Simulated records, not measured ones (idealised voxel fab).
Proc. module: voxel tone inversion
Section shown: cut. Width: 255 nm. Cell size: 5 nm, square.
In what follows, cross-sections appear as grids of square cells, described through bands that run from the top down, where every band is one or more rows of cells. Basically the band line says how high the top is and how high the bottom is, in nm, and then what's in it from left to right, every material with its width in nm. Empty space shows up as "empty", and if a single material carries "edge to edge" it runs the full band edge to edge. Heights are measured from 0, the level below which the as-received wafer is all one material; the lowest band has no bottom and continues downward, written as in "0 and below". When a width is written as two numbers, as in "30 to 40", the first number is the width in the top row of cells of the band and the second is the width in its bottom row, and the width changes by the same amount from each row to the next. It should be understood that the words "no alterations made", when stated for a given step, signify that the cross-section underwent no change in any of its cells during that step. Each empty space that has no open way to the top and spans at least 8 cells appears under "Closed internal voids" as width x height at distance, the distance counted from the left edge, all in nm. Whatever follows a step's settings on its line is a remark the simulator itself makes about that step. overlay nm: for a step with a mask, the amount by which the mask lay right of where it was planned; a negative amount means left of it.
Steps in the process plan
step 1: RECEIVE, material Si
step 2: CONFORMAL_DEP, material SiN, thk nm 5
step 3: DIRECTIONAL_DEP, material polySi, thk nm 15
step 4: PATTERN, tone cover, mask id POSTS, material resist, width nm 25, pitch nm 40, thk nm 25, overlay nm 0
step 5: DIRECTIONAL_ETCH, etch materials polySi, depth nm 15
step 6: STRIP, etch materials resist
step 7: FILL_DEP, material lowk, thk nm 5
step 8: CMP, height nm 20
step 9: STRIP, etch materials polySi
step 10: CONFORMAL_DEP, material TiN, thk nm 5
step 11: FILL_DEP, material Cu, thk nm 10
step 12: CMP, height nm 20
step 13: CONFORMAL_DEP, material SiN, thk nm 5
First of two wafers: run as planned
As received (post step 1): cross-section
0 and below  Si edge to edge
Closed internal voids: none
So this is the wafer cross-section right after step 2
5 down to 0  SiN edge to edge
At heights below 0, the structure remains unaltered.
So this is the wafer cross-section right after step 3
20 down to 5  polySi edge to edge
At heights below 5, the structure remains unaltered.
So this is the wafer cross-section right after step 4
45 down to 20  95 empty / 25 resist / 15 empty / 25 resist / 95 empty
At heights below 20, the structure remains unaltered.
So this is the wafer cross-section right after step 5
45 down to 20  95 empty / 25 resist / 15 empty / 25 resist / 95 empty
20 down to 5  95 empty / 25 polySi / 15 empty / 25 polySi / 95 empty
At heights below 5, the structure remains unaltered.
So this is the wafer cross-section right after step 6
20 down to 5  95 empty / 25 polySi / 15 empty / 25 polySi / 95 empty
At heights below 5, the structure remains unaltered.
So this is the wafer cross-section right after step 7
25 down to 20  lowk edge to edge
20 down to 5  95 lowk / 25 polySi / 15 lowk / 25 polySi / 95 lowk
At heights below 5, the structure remains unaltered.
So this is the wafer cross-section right after step 8
20 down to 5  95 lowk / 25 polySi / 15 lowk / 25 polySi / 95 lowk
At heights below 5, the structure remains unaltered.
So this is the wafer cross-section right after step 9
20 down to 5  95 lowk / 25 empty / 15 lowk / 25 empty / 95 lowk
At heights below 5, the structure remains unaltered.
So this is the wafer cross-section right after step 10
25 down to 20  100 TiN / 15 empty / 25 TiN / 15 empty / 100 TiN
20 down to 10  95 lowk / 5 TiN / 15 empty / 5 TiN / 15 lowk / 5 TiN / 15 empty / 5 TiN / 95 lowk
10 down to 5  95 lowk / 25 TiN / 15 lowk / 25 TiN / 95 lowk
At heights below 5, the structure remains unaltered.
So this is the wafer cross-section right after step 11
35 down to 25  Cu edge to edge
25 down to 20  100 TiN / 15 Cu / 25 TiN / 15 Cu / 100 TiN
20 down to 10  95 lowk / 5 TiN / 15 Cu / 5 TiN / 15 lowk / 5 TiN / 15 Cu / 5 TiN / 95 lowk
At heights below 10, the structure remains unaltered.
So this is the wafer cross-section right after step 12
20 down to 10  95 lowk / 5 TiN / 15 Cu / 5 TiN / 15 lowk / 5 TiN / 15 Cu / 5 TiN / 95 lowk
At heights below 10, the structure remains unaltered.
So this is the wafer cross-section right after step 13
25 down to 20  SiN edge to edge
At heights below 20, the structure remains unaltered.
Wafer two. Same start, same plan, one slip in execution. Same as wafer one through step 7, inclusive
Second wafer, cross-section, planned end of step 8
10 down to 5  95 lowk / 25 polySi / 15 lowk / 25 polySi / 95 lowk
At heights below 5, the structure remains unaltered.
Second wafer, cross-section, planned end of step 9
10 down to 5  95 lowk / 25 empty / 15 lowk / 25 empty / 95 lowk
At heights below 5, the structure remains unaltered.
Second wafer, cross-section, planned end of step 10
15 down to 10  100 TiN / 15 empty / 25 TiN / 15 empty / 100 TiN
10 down to 5  95 lowk / 25 TiN / 15 lowk / 25 TiN / 95 lowk
At heights below 5, the structure remains unaltered.
Second wafer, cross-section, planned end of step 11
25 down to 15  Cu edge to edge
15 down to 10  100 TiN / 15 Cu / 25 TiN / 15 Cu / 100 TiN
At heights below 10, the structure remains unaltered.
Second wafer, cross-section, planned end of step 12
20 down to 15  Cu edge to edge
At heights below 15, the structure remains unaltered.
Second wafer, cross-section, planned end of step 13
25 down to 20  SiN edge to edge
At heights below 20, the structure remains unaltered.
Error vs. plan: step 8 went in with a setting other than planned; the actual run was CMP, height nm 10
Once processing is complete, comparing cell counts shows that the second wafer has more or fewer of certain materials than the first: Cu +45, TiN +37, lowk -82
